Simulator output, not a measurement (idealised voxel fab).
process module | voxel capacitor over wiring
cross-section cut | 255 nm wide | cells 5 nm
A cross-section is a grid of square cells, given in bands from the top down. A band is one or more rows of cells.
Each band's line starts with the height of the band's top and of its bottom, in nm. Then come its materials from left to right, each with its width in nm. One material with "throughout" fills the band from edge to edge. "air" is empty space.
Height 0 is the level under which the wafer as received is all one material. The lowest band goes on downwards, as in "0 down".
A width such as "30 to 40" changes by the same amount from each row of cells to the next, from the band's top row to its bottom row.
"no change" after a step means that no cell of the cross-section changed.
closed voids: empty space of 8 cells or more with no open way to the top, each as width x height at its distance from the left edge, in nm
after a step's settings: what the simulator itself notes on the step
overlay nm, on a step with a mask: how far to the right of its planned place the mask lay; to the left if negative
plan
1 op RECEIVE | material Si
2 op CONFORMAL_DEP | material SiO2 | thk nm 15
3 op CONFORMAL_DEP | material SiCN | thk nm 5
4 op DIRECTIONAL_DEP | material lowk | thk nm 15
5 op PATTERN | tone open | mask id METAL_1 | material resist | width nm 25 | pitch nm 90 | thk nm 15 | overlay nm 0
6 op DIRECTIONAL_ETCH | etch materials lowk | depth nm 15
7 op DIRECTIONAL_ETCH | etch materials SiCN | depth nm 5
8 op STRIP | etch materials resist
9 op CONFORMAL_DEP | material TiN | thk nm 5
10 op FILL_DEP | material Cu | thk nm 5
11 op CMP | height nm 35
12 op EPI | material Ru | thk nm 5
13 op FILL_DEP | material SiCN | thk nm 5
14 op DIRECTIONAL_DEP | material lowk | thk nm 15
15 op DIRECTIONAL_DEP | material aC | thk nm 10
16 op PATTERN | tone open | mask id PLUG_1 | material resist | width nm 15 | thk nm 25 | overlay nm 0
17 op DIRECTIONAL_ETCH | etch materials aC | depth nm 10
18 op STRIP | etch materials resist
19 op DIRECTIONAL_ETCH | etch materials lowk | depth nm 15
20 op DIRECTIONAL_ETCH | etch materials SiCN | depth nm 5
21 op STRIP | etch materials aC
22 op EPI | material Ru | thk nm 10
23 op EPI | material Ru | thk nm 10
24 op DIRECTIONAL_DEP | material TiN | thk nm 5
25 op DIRECTIONAL_DEP | material SiN | thk nm 5
26 op DIRECTIONAL_DEP | material TiN | thk nm 10
27 op MASKED_ETCH | tone cover | mask id UPPER_PLATE | width nm 70 | etch materials TiN | depth nm 10 | overlay nm 0
28 op MASKED_ETCH | tone cover | mask id UPPER_PLATE | width nm 70 | etch materials SiN | depth nm 5 | overlay nm 0
29 op PATTERN | tone cover | mask id LOWER_PLATE | material resist | width nm 80 | thk nm 15 | overlay nm 0
30 op DIRECTIONAL_ETCH | etch materials TiN | depth nm 5
31 op STRIP | etch materials resist
32 op FILL_DEP | material SiO2 | thk nm 15
33 op CMP | height nm 90
34 op PATTERN | tone open | mask id PLUG_2 | material resist | width nm 15 | thk nm 15 | overlay nm 0
35 op DIRECTIONAL_ETCH | etch materials SiO2 | depth nm 10
36 op STRIP | etch materials resist
37 op CONFORMAL_DEP | material TiN | thk nm 5
38 op FILL_DEP | material W | thk nm 5
39 op CMP | height nm 90
40 op CONFORMAL_DEP | material SiN | thk nm 5
first wafer, as planned
as received, after step 1
  0 down: Si throughout
  closed voids: none
after step 2
  15 to 0: SiO2 throughout
  below 0: unchanged
after step 3
  20 to 15: SiCN throughout
  below 15: unchanged
after step 4
  35 to 20: lowk throughout
  below 20: unchanged
after step 5
  50 to 35: resist 70 | air 25 | resist 65 | air 25 | resist 70
  below 35: unchanged
after step 6
  50 to 35: resist 70 | air 25 | resist 65 | air 25 | resist 70
  35 to 20: lowk 70 | air 25 | lowk 65 | air 25 | lowk 70
  below 20: unchanged
after step 7
  50 to 35: resist 70 | air 25 | resist 65 | air 25 | resist 70
  35 to 20: lowk 70 | air 25 | lowk 65 | air 25 | lowk 70
  20 to 15: SiCN 70 | air 25 | SiCN 65 | air 25 | SiCN 70
  below 15: unchanged
after step 8
  35 to 20: lowk 70 | air 25 | lowk 65 | air 25 | lowk 70
  below 20: unchanged
after step 9
  40 to 35: TiN 75 | air 15 | TiN 75 | air 15 | TiN 75
  35 to 20: lowk 70 | TiN 5 | air 15 | TiN 5 | lowk 65 | TiN 5 | air 15 | TiN 5 | lowk 70
  20 to 15: SiCN 70 | TiN 25 | SiCN 65 | TiN 25 | SiCN 70
  below 15: unchanged
after step 10
  45 to 40: Cu throughout
  40 to 35: TiN 75 | Cu 15 | TiN 75 | Cu 15 | TiN 75
  35 to 20: lowk 70 | TiN 5 | Cu 15 | TiN 5 | lowk 65 | TiN 5 | Cu 15 | TiN 5 | lowk 70
  below 20: unchanged
after step 11
  35 to 20: lowk 70 | TiN 5 | Cu 15 | TiN 5 | lowk 65 | TiN 5 | Cu 15 | TiN 5 | lowk 70
  below 20: unchanged
after step 12
  40 to 35: air 65 | Ru 35 | air 55 | Ru 35 | air 65
  below 35: unchanged
after step 13
  45 to 40: SiCN throughout
  40 to 35: SiCN 65 | Ru 35 | SiCN 55 | Ru 35 | SiCN 65
  below 35: unchanged
after step 14
  60 to 45: lowk throughout
  below 45: unchanged
after step 15
  70 to 60: aC throughout
  below 60: unchanged
after step 16
  95 to 70: resist 80 | air 15 | resist 160
  below 70: unchanged
after step 17
  85 to 70: resist 80 | air 15 | resist 160
  70 to 60: aC 80 | air 15 | aC 160
  below 60: unchanged
after step 18
  70 to 60: aC 80 | air 15 | aC 160
  below 60: unchanged
after step 19
  70 to 60: aC 80 | air 15 | aC 160
  60 to 45: lowk 80 | air 15 | lowk 160
  below 45: unchanged
after step 20
  70 to 60: aC 80 | air 15 | aC 160
  60 to 45: lowk 80 | air 15 | lowk 160
  45 to 40: SiCN 80 | air 15 | SiCN 160
  below 40: unchanged
after step 21
  60 to 45: lowk 80 | air 15 | lowk 160
  below 45: unchanged
after step 22
  60 to 50: lowk 80 | air 15 | lowk 160
  50 to 45: lowk 80 | Ru 15 | lowk 160
  45 to 40: SiCN 80 | Ru 15 | SiCN 160
  below 40: unchanged
after step 23
  60 to 45: lowk 80 | Ru 15 | lowk 160
  below 45: unchanged
after step 24
  65 to 60: TiN throughout
  below 60: unchanged
after step 25
  70 to 65: SiN throughout
  below 65: unchanged
after step 26
  80 to 70: TiN throughout
  below 70: unchanged
after step 27
  80 to 70: air 80 | TiN 70 | air 105
  below 70: unchanged
after step 28
  80 to 70: air 80 | TiN 70 | air 105
  70 to 65: air 80 | SiN 70 | air 105
  below 65: unchanged
after step 29
  95 to 80: air 75 | resist 80 | air 100
  80 to 70: air 75 | resist 5 | TiN 70 | resist 5 | air 100
  70 to 65: air 75 | resist 5 | SiN 70 | resist 5 | air 100
  below 65: unchanged
after step 30
  95 to 80: air 75 | resist 80 | air 100
  80 to 70: air 75 | resist 5 | TiN 70 | resist 5 | air 100
  70 to 65: air 75 | resist 5 | SiN 70 | resist 5 | air 100
  65 to 60: air 75 | TiN 80 | air 100
  below 60: unchanged
after step 31
  80 to 70: air 80 | TiN 70 | air 105
  70 to 65: air 80 | SiN 70 | air 105
  below 65: unchanged
after step 32
  95 to 80: SiO2 throughout
  80 to 70: SiO2 80 | TiN 70 | SiO2 105
  70 to 65: SiO2 80 | SiN 70 | SiO2 105
  65 to 60: SiO2 75 | TiN 80 | SiO2 100
  below 60: unchanged
after step 33
  90 to 80: SiO2 throughout
  below 80: unchanged
after step 34
  105 to 90: resist 90 | air 15 | resist 150
  below 90: unchanged
after step 35
  105 to 90: resist 90 | air 15 | resist 150
  90 to 80: SiO2 90 | air 15 | SiO2 150
  below 80: unchanged
after step 36
  90 to 80: SiO2 90 | air 15 | SiO2 150
  below 80: unchanged
after step 37
  95 to 90: TiN 95 | air 5 | TiN 155
  90 to 85: SiO2 90 | TiN 5 | air 5 | TiN 5 | SiO2 150
  85 to 80: SiO2 90 | TiN 15 | SiO2 150
  below 80: unchanged
after step 38
  100 to 95: W throughout
  95 to 90: TiN 95 | W 5 | TiN 155
  90 to 85: SiO2 90 | TiN 5 | W 5 | TiN 5 | SiO2 150
  below 85: unchanged
after step 39
  90 to 85: SiO2 90 | TiN 5 | W 5 | TiN 5 | SiO2 150
  below 85: unchanged
after step 40
  95 to 90: SiN throughout
  below 90: unchanged
second wafer: like start, like plan, one mistake. Through step 27 it matches the first wafer
when step 28 should have ended
  80 to 70: air 80 | TiN 70 | air 105
  70 to 65: air 80 | SiN 80 | air 95
  below 65: unchanged
when step 29 should have ended
  95 to 80: air 75 | resist 80 | air 100
  80 to 70: air 75 | resist 5 | TiN 70 | resist 5 | air 100
  70 to 65: air 75 | resist 5 | SiN 80 | air 95
  below 65: unchanged
when step 30 should have ended
  95 to 80: air 75 | resist 80 | air 100
  80 to 70: air 75 | resist 5 | TiN 70 | resist 5 | air 100
  70 to 65: air 75 | resist 5 | SiN 80 | air 95
  65 to 60: air 75 | TiN 85 | air 95
  below 60: unchanged
when step 31 should have ended
  80 to 70: air 80 | TiN 70 | air 105
  70 to 65: air 80 | SiN 80 | air 95
  below 65: unchanged
when step 32 should have ended
  95 to 80: SiO2 throughout
  80 to 70: SiO2 80 | TiN 70 | SiO2 105
  70 to 65: SiO2 80 | SiN 80 | SiO2 95
  65 to 60: SiO2 75 | TiN 85 | SiO2 95
  below 60: unchanged
when step 33 should have ended
  90 to 80: SiO2 throughout
  below 80: unchanged
when step 34 should have ended
  105 to 90: resist 90 | air 15 | resist 150
  below 90: unchanged
when step 35 should have ended
  105 to 90: resist 90 | air 15 | resist 150
  90 to 80: SiO2 90 | air 15 | SiO2 150
  below 80: unchanged
when step 36 should have ended
  90 to 80: SiO2 90 | air 15 | SiO2 150
  below 80: unchanged
when step 37 should have ended
  95 to 90: TiN 95 | air 5 | TiN 155
  90 to 85: SiO2 90 | TiN 5 | air 5 | TiN 5 | SiO2 150
  85 to 80: SiO2 90 | TiN 15 | SiO2 150
  below 80: unchanged
when step 38 should have ended
  100 to 95: W throughout
  95 to 90: TiN 95 | W 5 | TiN 155
  90 to 85: SiO2 90 | TiN 5 | W 5 | TiN 5 | SiO2 150
  below 85: unchanged
when step 39 should have ended
  90 to 85: SiO2 90 | TiN 5 | W 5 | TiN 5 | SiO2 150
  below 85: unchanged
when step 40 should have ended
  95 to 90: SiN throughout
  below 90: unchanged
what went wrong: step 28 ran as: op MASKED_ETCH | tone cover | mask id UPPER_PLATE | width nm 70 | etch materials SiN | depth nm 5 | overlay nm 10
at the end the second wafer has, in cells: 2 more of SiN | 3 fewer of SiO2 | 1 more of TiN
